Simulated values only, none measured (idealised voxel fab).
The document below concerns the process module designated voxel spacer lines.
Pictured: cross-section cut, 300 nm wide, on a grid of 5 nm square cells.
Cross-section spec: square-cell grid; bands listed top down; each band is one or more rows.
What a band's entry tells you: where the top is and where the bottom is, as heights in nm, and after that what lies inside, material by material from left to right, each with its width in nm. Empty space is written as the word "air", and a single material marked with the word "all across" occupies the band from edge to edge.
Ref level 0: as-received wafer is one material below here. Bottom band extends down with no lower bound ("z 0 and below").
Quick explanation for "30..40": the width changes in equal steps down the rows of cells, from the first number in the band's top row to the second number in its bottom row.
"no modification" for a step: no cell of the cross-section changed in that step.
Closed-off voids of 8+ cells (no open route to the top) go in "Completely sealed voids", written width x height at distance from the left edge, in nm.
On each step's line, the part that comes after the settings is the simulator's own comment on the step.
A step line may carry the setting "overlay nm", which, for steps involving a mask, states the distance by which the mask lay to the right of its intended position; negative values denote displacement to the left.
PROCESS STEPS FORESEEN IN THE PLAN
1: RECEIVE | material Si
2: CONFORMAL_DEP | material Al2O3 | thk nm 5
3: DIRECTIONAL_DEP | material polySi | thk nm 15
4: DIRECTIONAL_DEP | material aC | thk nm 20
5: PATTERN | tone cover | mask id MANDREL | material resist | width nm 25 | pitch nm 80 | thk nm 25 | overlay nm 0
6: DIRECTIONAL_ETCH | etch materials aC | depth nm 20
7: STRIP | etch materials resist
8: CONFORMAL_DEP | material SiN | thk nm 15
9: DIRECTIONAL_ETCH | etch materials SiN | depth nm 15
10: STRIP | etch materials aC
11: DIRECTIONAL_ETCH | etch materials polySi | depth nm 20
12: STRIP | etch materials SiN
13: FILL_DEP | material SiO2 | thk nm 5
14: CMP | height nm 25
Every wafer here starts from the same state; it is the step 3 thk nm that distinguishes them, and the value the plan gives belongs to the first wafer.
THE AS-RECEIVED CROSS-SECTION OF THE FIRST OF SEVERAL WAFERS CORRESPONDS TO THE STATE AFTER STEP 1
	z 0 and below: Si all across
	Completely sealed voids: none
FIRST OF SEVERAL WAFERS, SECTIONED AT END OF MODULE (LAST STEP: STEP 14)
	z 25 to 20: SiO2 all across
	z 20 to 5: SiO2 80 nm  polySi 15 nm  SiO2 25 nm  polySi 15 nm  SiO2 25 nm  polySi 15 nm  SiO2 25 nm  polySi 15 nm  SiO2 85 nm
	z 5 to 0: Al2O3 all across
	z 0 and below: Si all across
	Completely sealed voids: none
LAST-WAFER CROSS-SECTION AT THE END OF THE MODULE
	z 25 to 20: SiO2 80 nm  polySi 15 nm  SiO2 25 nm  polySi 15 nm  SiO2 25 nm  polySi 15 nm  SiO2 25 nm  polySi 15 nm  SiO2 85 nm
	z 20 to 5: polySi all across
	z 5 to 0: Al2O3 all across
	z 0 and below: Si all across
	Completely sealed voids: none
WHERE EACH WAFER STANDS AT THE END OF THE MODULE, A ROW APIECE: CELLS OF EACH MATERIAL GAINED (+) OR LOST (-) SINCE IT WAS RECEIVED, THEN CLOSED VOIDS
thk nm 15, +60 Al2O3, +204 SiO2, +36 polySi, Completely sealed voids: none
thk nm 20, +60 Al2O3, +192 SiO2, +48 polySi, Completely sealed voids: none
thk nm 25, +60 Al2O3, +144 SiO2, +96 polySi, Completely sealed voids: none
thk nm 30, +60 Al2O3, +96 SiO2, +144 polySi, Completely sealed voids: none
thk nm 35, +60 Al2O3, +48 SiO2, +192 polySi, Completely sealed voids: none
